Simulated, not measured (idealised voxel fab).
Process module name: voxel double patterning
Cross-section cut spans 215 nm and uses square cells 5 nm in size.
How to read a cross-section here: the picture is a grid of square cells, written as bands going from the top down, and any band can span one or more rows of cells. Within each band entry, the heights of the top and of the bottom of the band appear first, in that order and in nm; the materials of the band then follow from left to right, each with its corresponding width in nm. The designation "everywhere" on a single material indicates that it fills the band from edge to edge; the designation "blank" indicates empty space. Heights from 0 (as-received wafer is one material below). Bottom band endless downward, as "0 down". A width such as "30 to 40" changes by the same amount from each row of cells to the next, from the band's top row to its bottom row. The cross-section has no changed cell in any step marked "nothing was modified". For the entry "Closed voids list", the listed items are empty spaces with no open way to the top whose size is 8 cells or more; each item follows the pattern width x height at distance, where distance is from the left edge and all three are in nm. Heads up: the bit after the settings on a step's line is the simulator's remark on that step. The setting "overlay nm" may be written on the line of a step. When the step uses a mask, the value reports how far to the right of the planned place the mask lay, and a negative value reports that it lay to the left.
The process steps that were planned are listed below:
- 1: RECEIVE, material Si
- 2: CONFORMAL_DEP, material SiO2, thk nm 5
- 3: DIRECTIONAL_DEP, material W, thk nm 20
- 4: DIRECTIONAL_DEP, material SiCN, thk nm 5
- 5: DIRECTIONAL_DEP, material aC, thk nm 10
- 6: PATTERN, tone open, mask id FIRST, material resist, width nm 15, pitch nm 50, thk nm 25, overlay nm 0
- 7: DIRECTIONAL_ETCH, etch materials aC, depth nm 10
- 8: STRIP, etch materials resist
- 9: DIRECTIONAL_ETCH, etch materials SiCN, depth nm 5
- 10: STRIP, etch materials aC
- 11: MASKED_ETCH, tone open, mask id SECOND, width nm 15, pitch nm 50, etch materials SiCN, depth nm 5, overlay nm 0
- 12: DIRECTIONAL_ETCH, etch materials W, depth nm 20
- 13: STRIP, etch materials SiCN
As received, after step 1:
  0 down  Si everywhere
  Closed voids list: none
Wafer cross-section at end of module: start and plan as shown above, one execution error:
  25 to 5  W 45 / blank 25 / W 5 / blank 15 / W 5 / blank 25 / W 5 / blank 15 / W 5 / blank 25 / W 45
  5 to 0  SiO2 everywhere
  0 down  Si everywhere
  Closed voids list: none
The plan and the run diverged here: step 6 did not happen as planned, as run it was PATTERN, tone open, mask id FIRST, material resist, width nm 25, pitch nm 50, thk nm 25, overlay nm 0
